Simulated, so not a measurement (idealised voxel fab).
process module | voxel tone inversion
cross-section cut | 220 nm wide | cells 5 nm
A cross-section is a grid of square cells, given in bands from the top down. A band is one or more rows of cells.
Each band's line starts with the height of the band's top and of its bottom, in nm. Then come its materials from left to right, each with its width in nm. One material with "throughout" fills the band from edge to edge. "air" is empty space.
Height 0 is the level under which the wafer as received is all one material. The lowest band goes on downwards, as in "0 down".
A width such as "30 to 40" changes by the same amount from each row of cells to the next, from the band's top row to its bottom row.
"no change" after a step means that no cell of the cross-section changed.
closed voids: empty space of 8 cells or more with no open way to the top, each as width x height at its distance from the left edge, in nm
after a step's settings: what the simulator itself notes on the step
overlay nm, on a step with a mask: how far to the right of its planned place the mask lay; to the left if negative
plan
1 op RECEIVE | material Si
2 op CONFORMAL_DEP | material SiCN | thk nm 10
3 op DIRECTIONAL_DEP | material aC | thk nm 15
4 op PATTERN | tone cover | mask id POSTS | material resist | width nm 25 | pitch nm 55 | thk nm 25 | overlay nm 0
5 op DIRECTIONAL_ETCH | etch materials aC | depth nm 15
6 op STRIP | etch materials resist
7 op FILL_DEP | material lowk | thk nm 5
8 op CMP | height nm 25
9 op STRIP | etch materials aC
10 op CONFORMAL_DEP | material TiN | thk nm 5
11 op FILL_DEP | material Ru | thk nm 10
12 op CMP | height nm 25
13 op CONFORMAL_DEP | material SiN | thk nm 5
first wafer, as planned
as received, after step 1
  0 down: Si throughout
  closed voids: none
after step 2
  10 to 0: SiCN throughout
  below 0: unchanged
after step 3
  25 to 10: aC throughout
  below 10: unchanged
after step 4
  50 to 25: air 40 | resist 25 | air 30 | resist 25 | air 30 | resist 25 | air 45
  below 25: unchanged
after step 5
  35 to 25: air 40 | resist 25 | air 30 | resist 25 | air 30 | resist 25 | air 45
  25 to 10: air 40 | aC 25 | air 30 | aC 25 | air 30 | aC 25 | air 45
  below 10: unchanged
after step 6
  25 to 10: air 40 | aC 25 | air 30 | aC 25 | air 30 | aC 25 | air 45
  below 10: unchanged
after step 7
  30 to 25: lowk throughout
  25 to 10: lowk 40 | aC 25 | lowk 30 | aC 25 | lowk 30 | aC 25 | lowk 45
  below 10: unchanged
after step 8
  25 to 10: lowk 40 | aC 25 | lowk 30 | aC 25 | lowk 30 | aC 25 | lowk 45
  below 10: unchanged
after step 9
  25 to 10: lowk 40 | air 25 | lowk 30 | air 25 | lowk 30 | air 25 | lowk 45
  below 10: unchanged
after step 10
  30 to 25: TiN 45 | air 15 | TiN 40 | air 15 | TiN 40 | air 15 | TiN 50
  25 to 15: lowk 40 | TiN 5 | air 15 | TiN 5 | lowk 30 | TiN 5 | air 15 | TiN 5 | lowk 30 | TiN 5 | air 15 | TiN 5 | lowk 45
  15 to 10: lowk 40 | TiN 25 | lowk 30 | TiN 25 | lowk 30 | TiN 25 | lowk 45
  below 10: unchanged
after step 11
  40 to 30: Ru throughout
  30 to 25: TiN 45 | Ru 15 | TiN 40 | Ru 15 | TiN 40 | Ru 15 | TiN 50
  25 to 15: lowk 40 | TiN 5 | Ru 15 | TiN 5 | lowk 30 | TiN 5 | Ru 15 | TiN 5 | lowk 30 | TiN 5 | Ru 15 | TiN 5 | lowk 45
  below 15: unchanged
after step 12
  25 to 15: lowk 40 | TiN 5 | Ru 15 | TiN 5 | lowk 30 | TiN 5 | Ru 15 | TiN 5 | lowk 30 | TiN 5 | Ru 15 | TiN 5 | lowk 45
  below 15: unchanged
after step 13
  30 to 25: SiN throughout
  below 25: unchanged
second wafer: like start, like plan, one mistake. Through step 2 it matches the first wafer
when step 3 should have ended
  25 to 10: SiN throughout
  below 10: unchanged
when step 4 should have ended
  50 to 25: air 40 | resist 25 | air 30 | resist 25 | air 30 | resist 25 | air 45
  below 25: unchanged
when step 5 should have ended
  35 to 25: air 40 | resist 25 | air 30 | resist 25 | air 30 | resist 25 | air 45
  below 25: unchanged
when step 6 should have ended
  25 to 10: SiN throughout
  below 10: unchanged
when step 7 should have ended
  30 to 25: lowk throughout
  below 25: unchanged
when step 8 should have ended
  25 to 10: SiN throughout
  below 10: unchanged
when step 9 should have ended: no change
when step 10 should have ended
  30 to 25: TiN throughout
  below 25: unchanged
when step 11 should have ended
  40 to 30: Ru throughout
  below 30: unchanged
when step 12 should have ended
  25 to 10: SiN throughout
  below 10: unchanged
when step 13 should have ended
  30 to 10: SiN throughout
  below 10: unchanged
what went wrong: step 3 ran as: op DIRECTIONAL_DEP | material SiN | thk nm 15
at the end the second wafer has, in cells: 18 fewer of Ru | 132 more of SiN | 27 fewer of TiN | 87 fewer of lowk
